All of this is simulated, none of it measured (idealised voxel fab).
Herein follows the process module entitled voxel lift off.
The width of the displayed cross-section, cut, is 285 nm; its cells are square, with a size of 5 nm.
Think of the cross-section as a grid of square cells. We describe it in bands, top to bottom, and each band covers one or more rows of those cells. What a band's entry tells you: where the top is and where the bottom is, as heights in nm, and after that what lies inside, material by material from left to right, each with its width in nm. Empty space is written as the word "blank", and a single material marked with the word "edge to edge" occupies the band from edge to edge. A quick word on heights: they are counted from 0, and under that level the wafer as it came to us is one material throughout. The lowest band is different from the rest in having no bottom; it simply continues downward, written as in "from 0 down". Width: "30 to 40" (first number = top row, second number = bottom row, same change from row to row of cells). When a step is marked "remains unaltered", none of the cells in the cross-section changed during that step. Listed in "Entrapped void list": every empty space of 8 or more cells without an open way to the top. Form: width x height at distance, the distance being from the left edge, all in nm. That trailing text on a step's line, after the settings, is the simulator's own remark on the step. For masked steps, "overlay nm" on the step line gives how far right of plan the mask actually lay; a minus sign means it lay to the left.
THIS SECTION LISTS THE PROCESS STEPS THAT WERE PLANNED
1. RECEIVE,material Si
2. CONFORMAL_DEP,material Al2O3,thk nm 15
3. PATTERN,tone open,mask id LINES,material resist,width nm 25,pitch nm 40,thk nm 20,overlay nm 0
4. DIRECTIONAL_DEP,material Ru,thk nm 5
5. STRIP,etch materials resist
6. CONFORMAL_DEP,material SiO2,thk nm 10
INCOMING WAFER IN CROSS-SECTION (STATE: AFTER STEP 1)
- from 0 down  Si edge to edge
- Entrapped void list: none
AS-PLANNED RUN: CROSS-SECTION OF THE FIRST OF TWO WAFERS AT END OF MODULE
- from 30 to 25  100 blank | 85 SiO2 | 100 blank
- from 25 to 20  SiO2 edge to edge
- from 20 to 15  110 SiO2 | 25 Ru | 15 SiO2 | 25 Ru | 110 SiO2
- from 15 to 0  Al2O3 edge to edge
- from 0 down  Si edge to edge
- Entrapped void list: none
END-OF-MODULE CROSS-SECTION OF THE SECOND WAFER: IDENTICAL STARTING POINT AND PROCESS PLAN TO THE FIRST, WITH ONE PROCESSING MISTAKE
- from 20 to 15  110 blank | 25 Ru | 15 blank | 25 Ru | 110 blank
- from 15 to 0  Al2O3 edge to edge
- from 0 down  Si edge to edge
- Entrapped void list: none
So what did we get wrong on this run? step 6 of the plan never got run, it was skipped over
Once processing is complete, comparing cell counts shows that the second wafer has more or fewer of certain materials than the first: -121 SiO2
